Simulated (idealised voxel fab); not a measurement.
Name of the process module below: voxel quadruple lines
Cross-sectional view cut (width: 140 nm; square cell size: 5 nm).
Just so we're on the same page, the cross-sections are grids of square cells, and they're listed out in bands top to bottom, each band one or more rows deep.
Band: top and bottom heights (nm) first, top before bottom; then materials from left to right, widths in nm. "throughout" marks a sole material filling the band edge to edge. "blank" denotes empty space.
Where do heights start? At 0: under that level the wafer as delivered is made of one material only. And the lowest band has no floor; it just carries on downward, as in "from 0 down".
It should be noted that a width expressed as "30->40" varies in equal increments from row to row of cells within the band, taking the value of the first number at the top row and that of the second number at the bottom row.
Given "remained unchanged" for a step, no cell of the cross-section differs between before and after that step.
Under "Unvented cavities" you'll find the enclosed gaps, the ones with no way out to the top, that are 8 cells or bigger; each reads width x height at distance, with distance counted from the left edge, everything in nm.
Past the settings on a step's line: simulator remark, on that step.
overlay nm: where the mask lay relative to plan, measured to the right, on steps with a mask; negatives go left.
The following list gives the planned process steps
1: RECEIVE,material Si
2: CONFORMAL_DEP,material Al2O3,thk nm 5
3: DIRECTIONAL_DEP,material Ru,thk nm 10
4: DIRECTIONAL_DEP,material polySi,thk nm 20
5: DIRECTIONAL_DEP,material aC,thk nm 25
6: PATTERN,tone cover,mask id MANDREL,material resist,width nm 30,thk nm 35,overlay nm 0
7: DIRECTIONAL_ETCH,etch materials aC,depth nm 25
8: STRIP,etch materials resist
9: CONFORMAL_DEP,material SiO2,thk nm 10
10: DIRECTIONAL_ETCH,etch materials SiO2,depth nm 10
11: STRIP,etch materials aC
12: DIRECTIONAL_ETCH,etch materials polySi,depth nm 20
13: STRIP,etch materials SiO2
14: CONFORMAL_DEP,material SiN,thk nm 10
15: DIRECTIONAL_ETCH,etch materials SiN,depth nm 10
16: STRIP,etch materials polySi
17: DIRECTIONAL_ETCH,etch materials Ru,depth nm 10
18: STRIP,etch materials SiN
19: FILL_DEP,material SiO2,thk nm 10
20: CMP,height nm 15
The cross-section here shows the wafer as received, i.e. in its state after step 1
    from 0 down = Si throughout
    Unvented cavities: none
Wafer at module end, in section. Began as above, planned as above, run with one mistake
    from 15 to 5 = SiO2: 30 / Ru: 10 / SiO2: 10 / Ru: 10 / SiO2: 10 / Ru: 10 / SiO2: 10 / Ru: 10 / SiO2: 40
    from 5 to 0 = Al2O3 throughout
    from 0 down = Si throughout
    Unvented cavities: none
What was the processing mistake? step 6 was processed under conditions differing from the plan, specifically as PATTERN,tone cover,mask id MANDREL,material resist,width nm 30,thk nm 35,overlay nm -5
